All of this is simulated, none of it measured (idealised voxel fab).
The document below concerns the process module designated voxel gate over fins.
Section shown: cut. Width: 300 nm. Cell size: 5 nm, square.
Notation: cross-section as square-cell grid; stated in bands, top first, going down; one or more cell rows per band. First you get the band's top height and its bottom height, in nm, and then the materials it's made of, left to right, with each width in nm. If you see a single material with "edge to edge", that one covers the band edge to edge. "empty" is empty space. We count height from 0. Below that, the starting wafer is all one material. The lowest band never ends at the bottom but goes on down; see "z 0 and below" for how that is written. Read "30 to 40" as a graded width: first number on top, second number at the bottom, same change between each pair of neighbouring rows. No cell of the cross-section changed in a step that is given as "no change occurred". "Fully closed voids" enumerates empty spaces isolated from the top, with no open way to it, that contain at least 8 cells, giving each as width x height at distance from the left edge, all three in nm. On a step's line, text after the settings is the simulator commenting on that step. On any step carrying a mask, the "overlay nm" setting, if present on the step's line, tells how far right of its planned place the mask lay; negative values point to the left.
[Listed below are the process steps as planned]
step 1: op RECEIVE | material Si
step 2: op CONFORMAL_DEP | material SiN | thk nm 10
step 3: op PATTERN | tone cover | mask id FINS | material resist | width nm 15 | pitch nm 40 | thk nm 15 | overlay nm 0
step 4: op DIRECTIONAL_ETCH | etch materials SiN | depth nm 10
step 5: op DIRECTIONAL_ETCH | etch materials Si | depth nm 30
step 6: op STRIP | etch materials resist
step 7: op OXIDIZE | depth nm 5
step 8: op FILL_DEP | material SiO2 | thk nm 15
step 9: op CMP | height nm 10
step 10: op SELECTIVE_ETCH | etch materials SiO2 | depth nm 20
step 11: op STRIP | etch materials SiN
step 12: op CONFORMAL_DEP | material HfO2 | thk nm 5
step 13: op CONFORMAL_DEP | material TiN | thk nm 5
step 14: op CONFORMAL_DEP | material TiAl | thk nm 5
step 15: op CONFORMAL_DEP | material TiN | thk nm 5
step 16: op FILL_DEP | material W | thk nm 10
step 17: op CMP | height nm 25
step 18: op CONFORMAL_DEP | material SiN | thk nm 10
[Wafer cross-section on receipt, i.e. after step 1]
z 0 and below: Si edge to edge
Fully closed voids: none
[Cross-section, first of two wafers, end of module, run as planned]
z 35 to 25: SiN edge to edge
z 25 to 20: W edge to edge
z 20 to 15: W: 105, then TiN: 85, then W: 110
z 15 to 10: W: 105, then TiN: 5, then TiAl: 35, then TiN: 5, then TiAl: 35, then TiN: 5, then W: 110
z 10 to 5: TiN: 110, then TiAl: 5, then TiN: 25, then TiAl: 5, then TiN: 5, then TiAl: 5, then TiN: 25, then TiAl: 5, then TiN: 115
z 5 to 0: TiAl: 115, then TiN: 5, then HfO2: 15, then TiN: 5, then TiAl: 15, then TiN: 5, then HfO2: 15, then TiN: 5, then TiAl: 120
z 0 to -5: TiN: 120, then HfO2: 5, then Si: 5, then HfO2: 5, then TiN: 25, then HfO2: 5, then Si: 5, then HfO2: 5, then TiN: 125
z -5 to -10: HfO2: 125, then Si: 5, then HfO2: 35, then Si: 5, then HfO2: 130
z -10 to -35: SiO2: 125, then Si: 5, then SiO2: 35, then Si: 5, then SiO2: 130
z -35 and below: Si edge to edge
Fully closed voids: none
[Now the second wafer, cross-sectioned at the end of the module. Nothing different at the start, nothing different in the plan compared with the first, just one mistake when it was actually run]
z 35 to 25: SiN edge to edge
z 25 to 20: W edge to edge
z 20 to 15: W: 115, then TiN: 85, then W: 100
z 15 to 10: W: 115, then TiN: 5, then TiAl: 35, then TiN: 5, then TiAl: 35, then TiN: 5, then W: 100
z 10 to 5: TiN: 120, then TiAl: 5, then TiN: 25, then TiAl: 5, then TiN: 5, then TiAl: 5, then TiN: 25, then TiAl: 5, then TiN: 105
z 5 to 0: TiAl: 125, then TiN: 5, then HfO2: 15, then TiN: 5, then TiAl: 15, then TiN: 5, then HfO2: 15, then TiN: 5, then TiAl: 110
z 0 to -5: TiN: 130, then HfO2: 5, then Si: 5, then HfO2: 5, then TiN: 25, then HfO2: 5, then Si: 5, then HfO2: 5, then TiN: 115
z -5 to -10: HfO2: 135, then Si: 5, then HfO2: 35, then Si: 5, then HfO2: 120
z -10 to -35: SiO2: 135, then Si: 5, then SiO2: 35, then Si: 5, then SiO2: 120
z -35 and below: Si edge to edge
Fully closed voids: none
Deviation noted in wafer processing: step 3 ran differently from the plan; actual operation with settings: op PATTERN | tone cover | mask id FINS | material resist | width nm 15 | pitch nm 40 | thk nm 15 | overlay nm 10
At the end, each material covers as many cells on the second wafer as it does on the first, though the cells it covers are elsewhere.
